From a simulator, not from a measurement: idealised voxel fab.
process module | voxel self aligned contacts
cross-section cut | 170 nm wide | cells 5 nm
A cross-section is a grid of square cells, given in bands from the top down. A band is one or more rows of cells.
Each band's line starts with the height of the band's top and of its bottom, in nm. Then come its materials from left to right, each with its width in nm. One material with "throughout" fills the band from edge to edge. "air" is empty space.
Height 0 is the level under which the wafer as received is all one material. The lowest band goes on downwards, as in "0 down".
A width such as "30 to 40" changes by the same amount from each row of cells to the next, from the band's top row to its bottom row.
"no change" after a step means that no cell of the cross-section changed.
closed voids: empty space of 8 cells or more with no open way to the top, each as width x height at its distance from the left edge, in nm
after a step's settings: what the simulator itself notes on the step
overlay nm, on a step with a mask: how far to the right of its planned place the mask lay; to the left if negative
plan
1 op RECEIVE | material Si
2 op CONFORMAL_DEP | material SiO2 | thk nm 5
3 op DIRECTIONAL_DEP | material polySi | thk nm 30
4 op DIRECTIONAL_DEP | material SiN | thk nm 20
5 op MASKED_ETCH | tone cover | mask id GATE | width nm 35 | pitch nm 70 | etch materials SiN | depth nm 20 | overlay nm 0
6 op MASKED_ETCH | tone cover | mask id GATE | width nm 35 | pitch nm 70 | etch materials polySi | depth nm 30 | overlay nm 0
7 op CONFORMAL_DEP | material SiN | thk nm 5
8 op DIRECTIONAL_ETCH | etch materials SiN | depth nm 5
9 op FILL_DEP | material SiO2 | thk nm 20
10 op CMP | height nm 65
11 op MASKED_ETCH | tone open | mask id CONTACT | width nm 45 | etch materials SiO2 | depth nm 65 | overlay nm 0
12 op CONFORMAL_DEP | material TiN | thk nm 5
13 op FILL_DEP | material Ru | thk nm 10
14 op CMP | height nm 65
15 op CONFORMAL_DEP | material SiCN | thk nm 5
as received, after step 1
  0 down: Si throughout
  closed voids: none
first wafer at the end, as planned
  70 to 65: SiCN throughout
  65 to 55: SiO2 60 | TiN 5 to 15 | Ru 35 to 15 | TiN 5 to 15 | SiO2 65
  55 to 35: SiO2 25 | SiN 45 | TiN 5 | Ru 15 | TiN 5 | SiN 45 | SiO2 30
  35 to 5: SiO2 25 | SiN 5 | polySi 35 | SiN 5 | TiN 5 | Ru 15 | TiN 5 | SiN 5 | polySi 35 | SiN 5 | SiO2 30
  5 to 0: SiO2 70 | TiN 25 | SiO2 75
  0 down: Si throughout
  closed voids: none
second wafer at the end: like start, like plan, one mistake
  85 to 80: SiCN throughout
  80 to 70: Ru throughout
  70 to 65: TiN 65 | Ru 35 | TiN 70
  65 to 55: SiO2 60 | TiN 5 to 15 | Ru 35 to 15 | TiN 5 to 15 | SiO2 65
  55 to 35: SiO2 25 | SiN 45 | TiN 5 | Ru 15 | TiN 5 | SiN 45 | SiO2 30
  35 to 5: SiO2 25 | SiN 5 | polySi 35 | SiN 5 | TiN 5 | Ru 15 | TiN 5 | SiN 5 | polySi 35 | SiN 5 | SiO2 30
  5 to 0: SiO2 70 | TiN 25 | SiO2 75
  0 down: Si throughout
  closed voids: none
what went wrong: step 14 was left out
at the end the second wafer has, in cells: 75 more of Ru | 27 more of TiN
